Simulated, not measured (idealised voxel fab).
The document below concerns the process module designated voxel wiring stack.
Displayed cross-section: cut, width of 225 nm, square cells sized 5 nm.
Cross-section = grid of square cells, listed top down in bands; band = one or more rows. What a band's entry tells you: where the top is and where the bottom is, as heights in nm, and after that what lies inside, material by material from left to right, each with its width in nm. Empty space is written as the word "empty", and a single material marked with the word "everywhere" occupies the band from edge to edge. Counting heights begins at 0, where everything beneath is, in the wafer as received, one material. The lowest band has no bottom; it goes on downwards, as "0 down" shows. A width given as "30 to 40" starts at the first number in the band's top row and ends at the second number in its bottom row, shifting by an equal amount at every step from row to row. Step marked "remains unaltered"? Then no cell in the cross-section changed in it. Any empty space of 8 cells or more lacking an open way to the top shows up in "Unvented internal voids" as width x height at distance, distance from the left edge, in nm. Read whatever lies past the settings on a step's line as the simulator's own remark about the step. A step line may carry the setting "overlay nm", which, for steps involving a mask, states the distance by which the mask lay to the right of its intended position; negative values denote displacement to the left.
Process steps - plan:
1,RECEIVE | material Si
2,CONFORMAL_DEP | material SiO2 | thk nm 15
3,DIRECTIONAL_DEP | material TiN | thk nm 5
4,DIRECTIONAL_DEP | material Ru | thk nm 20
5,MASKED_ETCH | tone cover | mask id METAL_1 | width nm 20 | pitch nm 40 | etch materials Ru | depth nm 20 | overlay nm 0
6,MASKED_ETCH | tone cover | mask id METAL_1 | width nm 20 | pitch nm 40 | etch materials TiN | depth nm 5 | overlay nm 0
7,FILL_DEP | material lowk | thk nm 5
8,CMP | height nm 40
9,CONFORMAL_DEP | material SiCN | thk nm 5
10,DIRECTIONAL_DEP | material SiO2 | thk nm 20
11,DIRECTIONAL_DEP | material aC | thk nm 10
12,PATTERN | tone open | mask id PLUG_1 | material resist | width nm 15 | thk nm 25 | overlay nm 0
13,DIRECTIONAL_ETCH | etch materials aC | depth nm 10
14,STRIP | etch materials resist
15,DIRECTIONAL_ETCH | etch materials SiO2 | depth nm 20
16,DIRECTIONAL_ETCH | etch materials SiCN | depth nm 5
17,STRIP | etch materials aC
18,CONFORMAL_DEP | material TiN | thk nm 5
19,FILL_DEP | material Ru | thk nm 10
20,CMP | height nm 65
21,CONFORMAL_DEP | material SiN | thk nm 5
22,DIRECTIONAL_DEP | material SiO2 | thk nm 20
23,DIRECTIONAL_DEP | material aC | thk nm 15
24,PATTERN | tone open | mask id METAL_2 | material resist | width nm 20 | pitch nm 40 | thk nm 30 | overlay nm 0
25,DIRECTIONAL_ETCH | etch materials aC | depth nm 15
26,STRIP | etch materials resist
27,DIRECTIONAL_ETCH | etch materials SiO2 | depth nm 20
28,DIRECTIONAL_ETCH | etch materials SiN | depth nm 5
29,STRIP | etch materials aC
30,CONFORMAL_DEP | material TiN | thk nm 5
31,FILL_DEP | material Cu | thk nm 5
32,CMP | height nm 90
33,EPI | material Ru | thk nm 5
34,FILL_DEP | material SiCN | thk nm 5
35,DIRECTIONAL_DEP | material SiO2 | thk nm 30
36,MASKED_ETCH | tone open | mask id METAL_3_HOLES | width nm 15 | etch materials SiO2 | depth nm 30 | overlay nm 0
37,MASKED_ETCH | tone open | mask id METAL_3 | width nm 20 | pitch nm 40 | etch materials SiO2 | depth nm 15 | overlay nm 0
38,MASKED_ETCH | tone open | mask id METAL_3 | width nm 20 | pitch nm 40 | etch materials SiCN | depth nm 5 | overlay nm 0
39,CONFORMAL_DEP | material TiN | thk nm 5
40,FILL_DEP | material Cu | thk nm 10
41,CMP | height nm 130
42,CONFORMAL_DEP | material SiN | thk nm 5
The first wafer of two, processed as planned:
Cross-section of the incoming wafer, state after step 1:
> 0 down: Si everywhere
> Unvented internal voids: none
You're looking at a cross-section of the wafer after step 2:
> 15 to 0: SiO2 everywhere
> No changes below 0.
You're looking at a cross-section of the wafer after step 3:
> 20 to 15: TiN everywhere
> No changes below 15.
You're looking at a cross-section of the wafer after step 4:
> 40 to 20: Ru everywhere
> No changes below 20.
You're looking at a cross-section of the wafer after step 5:
> 40 to 20: empty: 80 / Ru: 20 / empty: 20 / Ru: 20 / empty: 85
> No changes below 20.
You're looking at a cross-section of the wafer after step 6:
> 40 to 20: empty: 80 / Ru: 20 / empty: 20 / Ru: 20 / empty: 85
> 20 to 15: empty: 80 / TiN: 20 / empty: 20 / TiN: 20 / empty: 85
> No changes below 15.
You're looking at a cross-section of the wafer after step 7:
> 45 to 40: lowk everywhere
> 40 to 20: lowk: 80 / Ru: 20 / lowk: 20 / Ru: 20 / lowk: 85
> 20 to 15: lowk: 80 / TiN: 20 / lowk: 20 / TiN: 20 / lowk: 85
> No changes below 15.
You're looking at a cross-section of the wafer after step 8:
> 40 to 20: lowk: 80 / Ru: 20 / lowk: 20 / Ru: 20 / lowk: 85
> No changes below 20.
You're looking at a cross-section of the wafer after step 9:
> 45 to 40: SiCN everywhere
> No changes below 40.
You're looking at a cross-section of the wafer after step 10:
> 65 to 45: SiO2 everywhere
> No changes below 45.
You're looking at a cross-section of the wafer after step 11:
> 75 to 65: aC everywhere
> No changes below 65.
You're looking at a cross-section of the wafer after step 12:
> 100 to 75: resist: 80 / empty: 15 / resist: 130
> No changes below 75.
You're looking at a cross-section of the wafer after step 13:
> 90 to 75: resist: 80 / empty: 15 / resist: 130
> 75 to 65: aC: 80 / empty: 15 / aC: 130
> No changes below 65.
You're looking at a cross-section of the wafer after step 14:
> 75 to 65: aC: 80 / empty: 15 / aC: 130
> No changes below 65.
You're looking at a cross-section of the wafer after step 15:
> 75 to 65: aC: 80 / empty: 15 / aC: 130
> 65 to 45: SiO2: 80 / empty: 15 / SiO2: 130
> No changes below 45.
You're looking at a cross-section of the wafer after step 16:
> 75 to 65: aC: 80 / empty: 15 / aC: 130
> 65 to 45: SiO2: 80 / empty: 15 / SiO2: 130
> 45 to 40: SiCN: 80 / empty: 15 / SiCN: 130
> No changes below 40.
You're looking at a cross-section of the wafer after step 17:
> 65 to 45: SiO2: 80 / empty: 15 / SiO2: 130
> No changes below 45.
You're looking at a cross-section of the wafer after step 18:
> 70 to 65: TiN: 85 / empty: 5 / TiN: 135
> 65 to 45: SiO2: 80 / TiN: 5 / empty: 5 / TiN: 5 / SiO2: 130
> 45 to 40: SiCN: 80 / TiN: 15 / SiCN: 130
> No changes below 40.
You're looking at a cross-section of the wafer after step 19:
> 80 to 70: Ru everywhere
> 70 to 65: TiN: 85 / Ru: 5 / TiN: 135
> 65 to 45: SiO2: 80 / TiN: 5 / Ru: 5 / TiN: 5 / SiO2: 130
> No changes below 45.
You're looking at a cross-section of the wafer after step 20:
> 65 to 45: SiO2: 80 / TiN: 5 / Ru: 5 / TiN: 5 / SiO2: 130
> No changes below 45.
You're looking at a cross-section of the wafer after step 21:
> 70 to 65: SiN everywhere
> No changes below 65.
You're looking at a cross-section of the wafer after step 22:
> 90 to 70: SiO2 everywhere
> No changes below 70.
You're looking at a cross-section of the wafer after step 23:
> 105 to 90: aC everywhere
> No changes below 90.
You're looking at a cross-section of the wafer after step 24:
> 135 to 105: resist: 80 / empty: 20 / resist: 20 / empty: 20 / resist: 85
> No changes below 105.
You're looking at a cross-section of the wafer after step 25:
> 120 to 105: resist: 80 / empty: 20 / resist: 20 / empty: 20 / resist: 85
> 105 to 90: aC: 80 / empty: 20 / aC: 20 / empty: 20 / aC: 85
> No changes below 90.
You're looking at a cross-section of the wafer after step 26:
> 105 to 90: aC: 80 / empty: 20 / aC: 20 / empty: 20 / aC: 85
> No changes below 90.
You're looking at a cross-section of the wafer after step 27:
> 105 to 90: aC: 80 / empty: 20 / aC: 20 / empty: 20 / aC: 85
> 90 to 70: SiO2: 80 / empty: 20 / SiO2: 20 / empty: 20 / SiO2: 85
> No changes below 70.
You're looking at a cross-section of the wafer after step 28:
> 105 to 90: aC: 80 / empty: 20 / aC: 20 / empty: 20 / aC: 85
> 90 to 70: SiO2: 80 / empty: 20 / SiO2: 20 / empty: 20 / SiO2: 85
> 70 to 65: SiN: 80 / empty: 20 / SiN: 20 / empty: 20 / SiN: 85
> No changes below 65.
You're looking at a cross-section of the wafer after step 29:
> 90 to 70: SiO2: 80 / empty: 20 / SiO2: 20 / empty: 20 / SiO2: 85
> No changes below 70.
You're looking at a cross-section of the wafer after step 30:
> 95 to 90: TiN: 85 / empty: 10 / TiN: 30 / empty: 10 / TiN: 90
> 90 to 70: SiO2: 80 / TiN: 5 / empty: 10 / TiN: 5 / SiO2: 20 / TiN: 5 / empty: 10 / TiN: 5 / SiO2: 85
> 70 to 65: SiN: 80 / TiN: 20 / SiN: 20 / TiN: 20 / SiN: 85
> No changes below 65.
You're looking at a cross-section of the wafer after step 31:
> 100 to 95: Cu everywhere
> 95 to 90: TiN: 85 / Cu: 10 / TiN: 30 / Cu: 10 / TiN: 90
> 90 to 70: SiO2: 80 / TiN: 5 / Cu: 10 / TiN: 5 / SiO2: 20 / TiN: 5 / Cu: 10 / TiN: 5 / SiO2: 85
> No changes below 70.
You're looking at a cross-section of the wafer after step 32:
> 90 to 70: SiO2: 80 / TiN: 5 / Cu: 10 / TiN: 5 / SiO2: 20 / TiN: 5 / Cu: 10 / TiN: 5 / SiO2: 85
> No changes below 70.
You're looking at a cross-section of the wafer after step 33:
> 95 to 90: empty: 75 / Ru: 30 / empty: 10 / Ru: 30 / empty: 80
> No changes below 90.
You're looking at a cross-section of the wafer after step 34:
> 100 to 95: SiCN everywhere
> 95 to 90: SiCN: 75 / Ru: 30 / SiCN: 10 / Ru: 30 / SiCN: 80
> No changes below 90.
You're looking at a cross-section of the wafer after step 35:
> 130 to 100: SiO2 everywhere
> No changes below 100.
You're looking at a cross-section of the wafer after step 36:
> 130 to 100: SiO2: 80 / empty: 15 / SiO2: 130
> No changes below 100.
You're looking at a cross-section of the wafer after step 37:
> 130 to 115: SiO2: 80 / empty: 20 / SiO2: 20 / empty: 20 / SiO2: 85
> No changes below 115.
You're looking at a cross-section of the wafer after step 38:
> 130 to 115: SiO2: 80 / empty: 20 / SiO2: 20 / empty: 20 / SiO2: 85
> 115 to 100: SiO2: 80 / empty: 15 / SiO2: 130
> 100 to 95: SiCN: 80 / empty: 15 / SiCN: 130
> No changes below 95.
You're looking at a cross-section of the wafer after step 39:
> 135 to 130: TiN: 85 / empty: 10 / TiN: 30 / empty: 10 / TiN: 90
> 130 to 120: SiO2: 80 / TiN: 5 / empty: 10 / TiN: 5 / SiO2: 20 / TiN: 5 / empty: 10 / TiN: 5 / SiO2: 85
> 120 to 115: SiO2: 80 / TiN: 5 / empty: 5 / TiN: 10 / SiO2: 20 / TiN: 20 / SiO2: 85
> 115 to 100: SiO2: 80 / TiN: 5 / empty: 5 / TiN: 5 / SiO2: 130
> 100 to 95: SiCN: 80 / TiN: 15 / SiCN: 130
> No changes below 95.
You're looking at a cross-section of the wafer after step 40:
> 145 to 135: Cu everywhere
> 135 to 130: TiN: 85 / Cu: 10 / TiN: 30 / Cu: 10 / TiN: 90
> 130 to 120: SiO2: 80 / TiN: 5 / Cu: 10 / TiN: 5 / SiO2: 20 / TiN: 5 / Cu: 10 / TiN: 5 / SiO2: 85
> 120 to 115: SiO2: 80 / TiN: 5 / Cu: 5 / TiN: 10 / SiO2: 20 / TiN: 20 / SiO2: 85
> 115 to 100: SiO2: 80 / TiN: 5 / Cu: 5 / TiN: 5 / SiO2: 130
> No changes below 100.
You're looking at a cross-section of the wafer after step 41:
> 130 to 120: SiO2: 80 / TiN: 5 / Cu: 10 / TiN: 5 / SiO2: 20 / TiN: 5 / Cu: 10 / TiN: 5 / SiO2: 85
> No changes below 120.
You're looking at a cross-section of the wafer after step 42:
> 135 to 130: SiN everywhere
> No changes below 130.
Wafer two of the pair: same origin, same plan, one error during the run; identical to wafer one up to and including step 11:
Second wafer, section view, time point: scheduled end of step 12:
> 100 to 75: empty: 80 / resist: 15 / empty: 130
> No changes below 75.
Second wafer, section view, time point: scheduled end of step 13:
> 90 to 75: empty: 80 / resist: 15 / empty: 130
> 75 to 65: empty: 80 / aC: 15 / empty: 130
> No changes below 65.
Second wafer, section view, time point: scheduled end of step 14:
> 75 to 65: empty: 80 / aC: 15 / empty: 130
> No changes below 65.
Second wafer, section view, time point: scheduled end of step 15:
> 75 to 65: empty: 80 / aC: 15 / empty: 130
> 65 to 45: empty: 80 / SiO2: 15 / empty: 130
> No changes below 45.
Second wafer, section view, time point: scheduled end of step 16:
> 75 to 65: empty: 80 / aC: 15 / empty: 130
> 65 to 45: empty: 80 / SiO2: 15 / empty: 130
> 45 to 40: empty: 80 / SiCN: 15 / empty: 130
> No changes below 40.
Second wafer, section view, time point: scheduled end of step 17:
> 65 to 45: empty: 80 / SiO2: 15 / empty: 130
> No changes below 45.
Second wafer, section view, time point: scheduled end of step 18:
> 70 to 65: empty: 75 / TiN: 25 / empty: 125
> 65 to 45: empty: 75 / TiN: 5 / SiO2: 15 / TiN: 5 / empty: 125
> 45 to 40: TiN: 80 / SiCN: 15 / TiN: 130
> No changes below 40.
Second wafer, section view, time point: scheduled end of step 19:
> 80 to 70: Ru everywhere
> 70 to 65: Ru: 75 / TiN: 25 / Ru: 125
> 65 to 45: Ru: 75 / TiN: 5 / SiO2: 15 / TiN: 5 / Ru: 125
> No changes below 45.
Second wafer, section view, time point: scheduled end of step 20:
> 65 to 45: Ru: 75 / TiN: 5 / SiO2: 15 / TiN: 5 / Ru: 125
> No changes below 45.
Second wafer, section view, time point: scheduled end of step 21:
> 70 to 65: SiN everywhere
> No changes below 65.
Second wafer, section view, time point: scheduled end of step 22:
> 90 to 70: SiO2 everywhere
> No changes below 70.
Second wafer, section view, time point: scheduled end of step 23:
> 105 to 90: aC everywhere
> No changes below 90.
Second wafer, section view, time point: scheduled end of step 24:
> 135 to 105: resist: 80 / empty: 20 / resist: 20 / empty: 20 / resist: 85
> No changes below 105.
Second wafer, section view, time point: scheduled end of step 25:
> 120 to 105: resist: 80 / empty: 20 / resist: 20 / empty: 20 / resist: 85
> 105 to 90: aC: 80 / empty: 20 / aC: 20 / empty: 20 / aC: 85
> No changes below 90.
Second wafer, section view, time point: scheduled end of step 26:
> 105 to 90: aC: 80 / empty: 20 / aC: 20 / empty: 20 / aC: 85
> No changes below 90.
Second wafer, section view, time point: scheduled end of step 27:
> 105 to 90: aC: 80 / empty: 20 / aC: 20 / empty: 20 / aC: 85
> 90 to 70: SiO2: 80 / empty: 20 / SiO2: 20 / empty: 20 / SiO2: 85
> No changes below 70.
Second wafer, section view, time point: scheduled end of step 28:
> 105 to 90: aC: 80 / empty: 20 / aC: 20 / empty: 20 / aC: 85
> 90 to 70: SiO2: 80 / empty: 20 / SiO2: 20 / empty: 20 / SiO2: 85
> 70 to 65: SiN: 80 / empty: 20 / SiN: 20 / empty: 20 / SiN: 85
> No changes below 65.
Second wafer, section view, time point: scheduled end of step 29:
> 90 to 70: SiO2: 80 / empty: 20 / SiO2: 20 / empty: 20 / SiO2: 85
> No changes below 70.
Second wafer, section view, time point: scheduled end of step 30:
> 95 to 90: TiN: 85 / empty: 10 / TiN: 30 / empty: 10 / TiN: 90
> 90 to 70: SiO2: 80 / TiN: 5 / empty: 10 / TiN: 5 / SiO2: 20 / TiN: 5 / empty: 10 / TiN: 5 / SiO2: 85
> 70 to 65: SiN: 80 / TiN: 20 / SiN: 20 / TiN: 20 / SiN: 85
> No changes below 65.
Second wafer, section view, time point: scheduled end of step 31:
> 100 to 95: Cu everywhere
> 95 to 90: TiN: 85 / Cu: 10 / TiN: 30 / Cu: 10 / TiN: 90
> 90 to 70: SiO2: 80 / TiN: 5 / Cu: 10 / TiN: 5 / SiO2: 20 / TiN: 5 / Cu: 10 / TiN: 5 / SiO2: 85
> No changes below 70.
Second wafer, section view, time point: scheduled end of step 32:
> 90 to 70: SiO2: 80 / TiN: 5 / Cu: 10 / TiN: 5 / SiO2: 20 / TiN: 5 / Cu: 10 / TiN: 5 / SiO2: 85
> No changes below 70.
Second wafer, section view, time point: scheduled end of step 33:
> 95 to 90: empty: 75 / Ru: 30 / empty: 10 / Ru: 30 / empty: 80
> No changes below 90.
Second wafer, section view, time point: scheduled end of step 34:
> 100 to 95: SiCN everywhere
> 95 to 90: SiCN: 75 / Ru: 30 / SiCN: 10 / Ru: 30 / SiCN: 80
> No changes below 90.
Second wafer, section view, time point: scheduled end of step 35:
> 130 to 100: SiO2 everywhere
> No changes below 100.
Second wafer, section view, time point: scheduled end of step 36:
> 130 to 100: SiO2: 80 / empty: 15 / SiO2: 130
> No changes below 100.
Second wafer, section view, time point: scheduled end of step 37:
> 130 to 115: SiO2: 80 / empty: 20 / SiO2: 20 / empty: 20 / SiO2: 85
> No changes below 115.
Second wafer, section view, time point: scheduled end of step 38:
> 130 to 115: SiO2: 80 / empty: 20 / SiO2: 20 / empty: 20 / SiO2: 85
> 115 to 100: SiO2: 80 / empty: 15 / SiO2: 130
> 100 to 95: SiCN: 80 / empty: 15 / SiCN: 130
> No changes below 95.
Second wafer, section view, time point: scheduled end of step 39:
> 135 to 130: TiN: 85 / empty: 10 / TiN: 30 / empty: 10 / TiN: 90
> 130 to 120: SiO2: 80 / TiN: 5 / empty: 10 / TiN: 5 / SiO2: 20 / TiN: 5 / empty: 10 / TiN: 5 / SiO2: 85
> 120 to 115: SiO2: 80 / TiN: 5 / empty: 5 / TiN: 10 / SiO2: 20 / TiN: 20 / SiO2: 85
> 115 to 100: SiO2: 80 / TiN: 5 / empty: 5 / TiN: 5 / SiO2: 130
> 100 to 95: SiCN: 80 / TiN: 15 / SiCN: 130
> No changes below 95.
Second wafer, section view, time point: scheduled end of step 40:
> 145 to 135: Cu everywhere
> 135 to 130: TiN: 85 / Cu: 10 / TiN: 30 / Cu: 10 / TiN: 90
> 130 to 120: SiO2: 80 / TiN: 5 / Cu: 10 / TiN: 5 / SiO2: 20 / TiN: 5 / Cu: 10 / TiN: 5 / SiO2: 85
> 120 to 115: SiO2: 80 / TiN: 5 / Cu: 5 / TiN: 10 / SiO2: 20 / TiN: 20 / SiO2: 85
> 115 to 100: SiO2: 80 / TiN: 5 / Cu: 5 / TiN: 5 / SiO2: 130
> No changes below 100.
Second wafer, section view, time point: scheduled end of step 41:
> 130 to 120: SiO2: 80 / TiN: 5 / Cu: 10 / TiN: 5 / SiO2: 20 / TiN: 5 / Cu: 10 / TiN: 5 / SiO2: 85
> No changes below 120.
Second wafer, section view, time point: scheduled end of step 42:
> 135 to 130: SiN everywhere
> No changes below 130.
Against the plan, the run slipped here: planned and actual differ for step 12; actual: PATTERN | tone cover | mask id PLUG_1 | material resist | width nm 15 | thk nm 25 | overlay nm 0
Looking at both finished wafers in cells, the second ends up ahead of or behind the first on some materials: Ru +156; SiCN -39; SiO2 -156; TiN +39
